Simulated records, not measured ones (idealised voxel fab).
Name of the process module below: voxel fin reveal
Each square cell in cross-section cut measures 5 nm, and the section as a whole is 250 nm wide.
Think of the cross-section as a grid of square cells. We describe it in bands, top to bottom, and each band covers one or more rows of those cells.
Each band's line starts with the height of the band's top and of its bottom, in nm. Then come its materials from left to right, each with its width in nm. One material with "full width" fills the band from edge to edge. "air" is empty space.
Height datum 0, below which the as-received substrate wafer is one material. Lowest band open at the bottom, running downward: "0..down".
The notation "30 to 40" denotes a width that varies across the rows of cells in the band, beginning at the first number in the top row, finishing at the second number in the bottom row, and changing by an identical amount from each row to the next.
Where a step carries "nothing different", the cross-section came out of it unchanged, cell for cell.
Empty spaces without an open route to the top, at least 8 cells in extent, make up the entry "Sealed-off cavities"; each is given as width x height at distance, where the distance is measured from the left edge, and all are in nm.
Formally, on a step line, whatever follows the settings is a remark that the simulator itself makes on the step.
overlay nm: how far to the right of its planned place the mask lay on this masked step (negative: to the left).
[So here's the lineup of process steps we planned]
1. RECEIVE | material Si
2. CONFORMAL_DEP | material SiN | thk nm 5
3. DIRECTIONAL_DEP | material aC | thk nm 15
4. PATTERN | tone cover | mask id FINS | material resist | width nm 15 | pitch nm 35 | thk nm 35 | overlay nm 0
5. DIRECTIONAL_ETCH | etch materials aC | depth nm 15
6. STRIP | etch materials resist
7. DIRECTIONAL_ETCH | etch materials SiN | depth nm 5
8. DIRECTIONAL_ETCH | etch materials Si | depth nm 30
9. STRIP | etch materials aC
10. OXIDIZE | depth nm 5
11. FILL_DEP | material SiO2 | thk nm 15
12. CMP | height nm 5
13. SELECTIVE_ETCH | etch materials SiO2 | depth nm 15
14. STRIP | etch materials SiN
[First of two wafers: run as planned]
[Received-state cross-section, reflecting completion of step 1]
- 0..down = Si full width
- Sealed-off cavities: none
[Wafer xsec, post step 2]
- 5..0 = SiN full width
- Below 0 it's all the same as before, nothing changed down there.
[Wafer xsec, post step 3]
- 20..5 = aC full width
- Below 5 it's all the same as before, nothing changed down there.
[Wafer xsec, post step 4]
- 55..20 = 65 nm air, 15 nm resist, 20 nm air, 15 nm resist, 20 nm air, 15 nm resist, 20 nm air, 15 nm resist, 65 nm air
- Below 20 it's all the same as before, nothing changed down there.
[Wafer xsec, post step 5]
- 40..20 = 65 nm air, 15 nm resist, 20 nm air, 15 nm resist, 20 nm air, 15 nm resist, 20 nm air, 15 nm resist, 65 nm air
- 20..5 = 65 nm air, 15 nm aC, 20 nm air, 15 nm aC, 20 nm air, 15 nm aC, 20 nm air, 15 nm aC, 65 nm air
- Below 5 it's all the same as before, nothing changed down there.
[Wafer xsec, post step 6]
- 20..5 = 65 nm air, 15 nm aC, 20 nm air, 15 nm aC, 20 nm air, 15 nm aC, 20 nm air, 15 nm aC, 65 nm air
- Below 5 it's all the same as before, nothing changed down there.
[Wafer xsec, post step 7]
- 20..5 = 65 nm air, 15 nm aC, 20 nm air, 15 nm aC, 20 nm air, 15 nm aC, 20 nm air, 15 nm aC, 65 nm air
- 5..0 = 65 nm air, 15 nm SiN, 20 nm air, 15 nm SiN, 20 nm air, 15 nm SiN, 20 nm air, 15 nm SiN, 65 nm air
- Below 0 it's all the same as before, nothing changed down there.
[Wafer xsec, post step 8]
- 20..5 = 65 nm air, 15 nm aC, 20 nm air, 15 nm aC, 20 nm air, 15 nm aC, 20 nm air, 15 nm aC, 65 nm air
- 5..0 = 65 nm air, 15 nm SiN, 20 nm air, 15 nm SiN, 20 nm air, 15 nm SiN, 20 nm air, 15 nm SiN, 65 nm air
- 0..-30 = 65 nm air, 15 nm Si, 20 nm air, 15 nm Si, 20 nm air, 15 nm Si, 20 nm air, 15 nm Si, 65 nm air
- Below -30 it's all the same as before, nothing changed down there.
[Wafer xsec, post step 9]
- 5..0 = 65 nm air, 15 nm SiN, 20 nm air, 15 nm SiN, 20 nm air, 15 nm SiN, 20 nm air, 15 nm SiN, 65 nm air
- Below 0 it's all the same as before, nothing changed down there.
[Wafer xsec, post step 10]
- 5..0 = 65 nm air, 15 nm SiN, 20 nm air, 15 nm SiN, 20 nm air, 15 nm SiN, 20 nm air, 15 nm SiN, 65 nm air
- 0..-30 = 65 nm air, 5 nm SiO2, 5 nm Si, 5 nm SiO2, 20 nm air, 5 nm SiO2, 5 nm Si, 5 nm SiO2, 20 nm air, 5 nm SiO2, 5 nm Si, 5 nm SiO2, 20 nm air, 5 nm SiO2, 5 nm Si, 5 nm SiO2, 65 nm air
- -30..-35 = 70 nm SiO2, 5 nm Si, 30 nm SiO2, 5 nm Si, 30 nm SiO2, 5 nm Si, 30 nm SiO2, 5 nm Si, 70 nm SiO2
- Below -35 it's all the same as before, nothing changed down there.
[Wafer xsec, post step 11]
- 20..5 = SiO2 full width
- 5..0 = 65 nm SiO2, 15 nm SiN, 20 nm SiO2, 15 nm SiN, 20 nm SiO2, 15 nm SiN, 20 nm SiO2, 15 nm SiN, 65 nm SiO2
- 0..-35 = 70 nm SiO2, 5 nm Si, 30 nm SiO2, 5 nm Si, 30 nm SiO2, 5 nm Si, 30 nm SiO2, 5 nm Si, 70 nm SiO2
- Below -35 it's all the same as before, nothing changed down there.
[Wafer xsec, post step 12]
- 5..0 = 65 nm SiO2, 15 nm SiN, 20 nm SiO2, 15 nm SiN, 20 nm SiO2, 15 nm SiN, 20 nm SiO2, 15 nm SiN, 65 nm SiO2
- Below 0 it's all the same as before, nothing changed down there.
[Wafer xsec, post step 13]
- 5..0 = 65 nm air, 15 nm SiN, 20 nm air, 15 nm SiN, 20 nm air, 15 nm SiN, 20 nm air, 15 nm SiN, 65 nm air
- 0..-10 = 70 nm air, 5 nm Si, 30 nm air, 5 nm Si, 30 nm air, 5 nm Si, 30 nm air, 5 nm Si, 70 nm air
- Below -10 it's all the same as before, nothing changed down there.
[Wafer xsec, post step 14]
- 0..-10 = 70 nm air, 5 nm Si, 30 nm air, 5 nm Si, 30 nm air, 5 nm Si, 30 nm air, 5 nm Si, 70 nm air
- Below -10 it's all the same as before, nothing changed down there.
[What follows concerns the second wafer, which started out like the first and was meant to follow the very same plan; one mistake crept in when it was run, but everything up to and including step 3 is the same as for the first wafer]
[What the second wafer looks like in cross-section when step 4 should have wrapped up]
- 55..20 = 65 nm resist, 15 nm air, 20 nm resist, 15 nm air, 20 nm resist, 15 nm air, 20 nm resist, 15 nm air, 65 nm resist
- Below 20 it's all the same as before, nothing changed down there.
[What the second wafer looks like in cross-section when step 5 should have wrapped up]
- 40..20 = 65 nm resist, 15 nm air, 20 nm resist, 15 nm air, 20 nm resist, 15 nm air, 20 nm resist, 15 nm air, 65 nm resist
- 20..5 = 65 nm aC, 15 nm air, 20 nm aC, 15 nm air, 20 nm aC, 15 nm air, 20 nm aC, 15 nm air, 65 nm aC
- Below 5 it's all the same as before, nothing changed down there.
[What the second wafer looks like in cross-section when step 6 should have wrapped up]
- 20..5 = 65 nm aC, 15 nm air, 20 nm aC, 15 nm air, 20 nm aC, 15 nm air, 20 nm aC, 15 nm air, 65 nm aC
- Below 5 it's all the same as before, nothing changed down there.
[What the second wafer looks like in cross-section when step 7 should have wrapped up]
- 20..5 = 65 nm aC, 15 nm air, 20 nm aC, 15 nm air, 20 nm aC, 15 nm air, 20 nm aC, 15 nm air, 65 nm aC
- 5..0 = 65 nm SiN, 15 nm air, 20 nm SiN, 15 nm air, 20 nm SiN, 15 nm air, 20 nm SiN, 15 nm air, 65 nm SiN
- Below 0 it's all the same as before, nothing changed down there.
[What the second wafer looks like in cross-section when step 8 should have wrapped up]
- 20..5 = 65 nm aC, 15 nm air, 20 nm aC, 15 nm air, 20 nm aC, 15 nm air, 20 nm aC, 15 nm air, 65 nm aC
- 5..0 = 65 nm SiN, 15 nm air, 20 nm SiN, 15 nm air, 20 nm SiN, 15 nm air, 20 nm SiN, 15 nm air, 65 nm SiN
- 0..-30 = 65 nm Si, 15 nm air, 20 nm Si, 15 nm air, 20 nm Si, 15 nm air, 20 nm Si, 15 nm air, 65 nm Si
- Below -30 it's all the same as before, nothing changed down there.
[What the second wafer looks like in cross-section when step 9 should have wrapped up]
- 5..0 = 65 nm SiN, 15 nm air, 20 nm SiN, 15 nm air, 20 nm SiN, 15 nm air, 20 nm SiN, 15 nm air, 65 nm SiN
- Below 0 it's all the same as before, nothing changed down there.
[What the second wafer looks like in cross-section when step 10 should have wrapped up]
- 5..0 = 65 nm SiN, 15 nm air, 20 nm SiN, 15 nm air, 20 nm SiN, 15 nm air, 20 nm SiN, 15 nm air, 65 nm SiN
- 0..-30 = 60 nm Si, 5 nm SiO2, 15 nm air, 5 nm SiO2, 10 nm Si, 5 nm SiO2, 15 nm air, 5 nm SiO2, 10 nm Si, 5 nm SiO2, 15 nm air, 5 nm SiO2, 10 nm Si, 5 nm SiO2, 15 nm air, 5 nm SiO2, 60 nm Si
- -30..-35 = 60 nm Si, 25 nm SiO2, 10 nm Si, 25 nm SiO2, 10 nm Si, 25 nm SiO2, 10 nm Si, 25 nm SiO2, 60 nm Si
- Below -35 it's all the same as before, nothing changed down there.
[What the second wafer looks like in cross-section when step 11 should have wrapped up]
- 20..5 = SiO2 full width
- 5..0 = 65 nm SiN, 15 nm SiO2, 20 nm SiN, 15 nm SiO2, 20 nm SiN, 15 nm SiO2, 20 nm SiN, 15 nm SiO2, 65 nm SiN
- 0..-35 = 60 nm Si, 25 nm SiO2, 10 nm Si, 25 nm SiO2, 10 nm Si, 25 nm SiO2, 10 nm Si, 25 nm SiO2, 60 nm Si
- Below -35 it's all the same as before, nothing changed down there.
[What the second wafer looks like in cross-section when step 12 should have wrapped up]
- 5..0 = 65 nm SiN, 15 nm SiO2, 20 nm SiN, 15 nm SiO2, 20 nm SiN, 15 nm SiO2, 20 nm SiN, 15 nm SiO2, 65 nm SiN
- Below 0 it's all the same as before, nothing changed down there.
[What the second wafer looks like in cross-section when step 13 should have wrapped up]
- 5..0 = 65 nm SiN, 15 nm air, 20 nm SiN, 15 nm air, 20 nm SiN, 15 nm air, 20 nm SiN, 15 nm air, 65 nm SiN
- 0..-10 = 60 nm Si, 25 nm air, 10 nm Si, 25 nm air, 10 nm Si, 25 nm air, 10 nm Si, 25 nm air, 60 nm Si
- Below -10 it's all the same as before, nothing changed down there.
[What the second wafer looks like in cross-section when step 14 should have wrapped up]
- 0..-10 = 60 nm Si, 25 nm air, 10 nm Si, 25 nm air, 10 nm Si, 25 nm air, 10 nm Si, 25 nm air, 60 nm Si
- Below -10 it's all the same as before, nothing changed down there.
Processing error: step 4 ran as: PATTERN | tone open | mask id FINS | material resist | width nm 15 | pitch nm 35 | thk nm 35 | overlay nm 0
Once processing is complete, comparing cell counts shows that the second wafer has more or fewer of certain materials than the first: Si: 182 more, SiO2: 130 fewer
